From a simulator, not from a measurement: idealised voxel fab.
Process module name: voxel transistor to metal
215 nm wide, 5 nm square cells: that's cross-section cut.
Think of the cross-section as a grid of square cells. We describe it in bands, top to bottom, and each band covers one or more rows of those cells. Heights first: top, then bottom, in nm. Then materials, left to right, each with a width in nm. "throughout" on a single material: fills the band edge to edge. "blank": empty space. Below 0: as-received wafer, all one material; heights counted from there. Lowest band: no bottom, goes on down, written "from 0 down". Per-row width for "30..40": begins at first number (top row of band), ends at second number (bottom row), increment between rows held constant. The cross-section has no changed cell in any step marked "stayed the same". "Enclosed void entries" specifies each empty space that is not open to the top and that occupies no fewer than 8 cells, using the form width x height at distance, the distance measured from the left edge and all three quantities in nm. after a step's settings: what the simulator itself notes on the step. You can add "overlay nm" to a step's line. For a step with a mask, it describes how far the mask lay to the right of its planned position, and a negative number describes a lay to the left.

Steps in the process plan:
1 RECEIVE | material Si
2 CONFORMAL_DEP | material SiO2 | thk nm 5
3 CONFORMAL_DEP | material SiN | thk nm 15
4 PATTERN | tone cover | mask id ACTIVE | material resist | width nm 110 | thk nm 15 | overlay nm 0
5 DIRECTIONAL_ETCH | etch materials SiN | depth nm 15
6 DIRECTIONAL_ETCH | etch materials SiO2 | depth nm 5
7 DIRECTIONAL_ETCH | etch materials Si | depth nm 20
8 STRIP | etch materials resist
9 OXIDIZE | depth nm 5
10 FILL_DEP | material SiO2 | thk nm 15
11 CMP | height nm 20
12 SELECTIVE_ETCH | etch materials SiO2 | depth nm 10
13 STRIP | etch materials SiN
14 SELECTIVE_ETCH | etch materials SiO2 | depth nm 5
15 OXIDIZE | depth nm 5
16 DIRECTIONAL_DEP | material polySi | thk nm 25
17 DIRECTIONAL_DEP | material SiCN | thk nm 10
18 MASKED_ETCH | tone cover | mask id GATE | width nm 20 | etch materials SiCN | depth nm 20 | overlay nm 0
19 MASKED_ETCH | tone cover | mask id GATE | width nm 20 | etch materials polySi | depth nm 35 | overlay nm 0
20 CONFORMAL_DEP | material SiO2 | thk nm 5
21 DIRECTIONAL_ETCH | etch materials SiO2 | depth nm 5
22 CONFORMAL_DEP | material SiN | thk nm 5
23 DIRECTIONAL_ETCH | etch materials SiN | depth nm 5
24 DIRECTIONAL_ETCH | etch materials SiO2 | depth nm 5
25 DIRECTIONAL_ETCH | etch materials Si | depth nm 10
26 EPI | material SiGe | thk nm 15
27 FILL_DEP | material SiO2 | thk nm 5
28 CMP | height nm 35
29 DIRECTIONAL_DEP | material SiO2 | thk nm 15
30 DIRECTIONAL_DEP | material aC | thk nm 10
31 PATTERN | tone open | mask id CONTACT | material resist | width nm 20 | pitch nm 70 | thk nm 30 | overlay nm 0
32 DIRECTIONAL_ETCH | etch materials aC | depth nm 10
33 STRIP | etch materials resist
34 DIRECTIONAL_ETCH | etch materials SiO2 | depth nm 50
35 STRIP | etch materials aC
36 CONFORMAL_DEP | material TiN | thk nm 5
37 FILL_DEP | material W | thk nm 10
38 CMP | height nm 50
39 DIRECTIONAL_DEP | material TiN | thk nm 5
40 DIRECTIONAL_DEP | material Ru | thk nm 25
41 DIRECTIONAL_DEP | material aC | thk nm 15
42 PATTERN | tone cover | mask id METAL_1 | material resist | width nm 20 | pitch nm 70 | thk nm 35 | overlay nm 0
43 DIRECTIONAL_ETCH | etch materials aC | depth nm 15
44 STRIP | etch materials resist
45 DIRECTIONAL_ETCH | etch materials Ru | depth nm 25
46 DIRECTIONAL_ETCH | etch materials TiN | depth nm 5
47 STRIP | etch materials aC
48 FILL_DEP | material lowk | thk nm 10
49 CMP | height nm 80
50 CONFORMAL_DEP | material SiCN | thk nm 5

Delivered wafer in cross-section: state after step 1:
> from 0 down: Si throughout
> Enclosed void entries: none

End state of the module in cross-section, given the above starting point and plan and one mistake in execution:
> from 85 to 80: SiCN throughout
> from 80 to 55: lowk 60 nm, then Ru 20 nm, then lowk 50 nm, then Ru 20 nm, then lowk 65 nm
> from 55 to 50: lowk 60 nm, then TiN 20 nm, then lowk 50 nm, then TiN 20 nm, then lowk 65 nm
> from 50 to 40: SiO2 60 nm, then TiN 5 nm, then W 10 nm, then TiN 5 nm, then SiO2 50 nm, then TiN 5 nm, then W 10 nm, then TiN 5 nm, then SiO2 65 nm
> from 40 to 35: SiO2 60 nm, then TiN 5 nm, then W 5 nm, then TiN 10 nm, then SiO2 50 nm, then TiN 10 nm, then W 5 nm, then TiN 5 nm, then SiO2 65 nm
> from 35 to 25: SiO2 60 nm, then TiN 5 nm, then W 5 nm, then TiN 5 nm, then SiN 5 nm, then SiO2 15 nm, then SiCN 20 nm, then SiO2 15 nm, then SiN 5 nm, then TiN 5 nm, then W 5 nm, then TiN 5 nm, then SiO2 65 nm
> from 25 to 20: SiO2 60 nm, then TiN 5 nm, then W 5 nm, then TiN 5 nm, then SiN 5 nm, then SiO2 15 nm, then polySi 20 nm, then SiO2 15 nm, then SiN 5 nm, then TiN 5 nm, then W 5 nm, then TiN 5 nm, then SiO2 65 nm
> from 20 to 15: SiO2 60 nm, then TiN 15 nm, then SiN 5 nm, then SiO2 15 nm, then polySi 20 nm, then SiO2 15 nm, then SiN 5 nm, then TiN 15 nm, then SiO2 65 nm
> from 15 to 10: SiO2 60 nm, then SiN 5 nm, then TiN 10 nm, then SiN 5 nm, then SiO2 15 nm, then polySi 20 nm, then SiO2 15 nm, then SiN 5 nm, then TiN 10 nm, then SiN 5 nm, then SiO2 65 nm
> from 10 to 0: SiO2 65 nm, then TiN 10 nm, then SiO2 20 nm, then polySi 20 nm, then SiO2 20 nm, then TiN 10 nm, then SiO2 70 nm
> from 0 to -5: SiO2 throughout
> from -5 to -25: SiO2 55 nm, then Si 100 nm, then SiO2 60 nm
> from -25 down: Si throughout
> Enclosed void entries: none
What went wrong in running the wafer? step 20 did not use the planned setting and instead ran as CONFORMAL_DEP | material SiO2 | thk nm 15
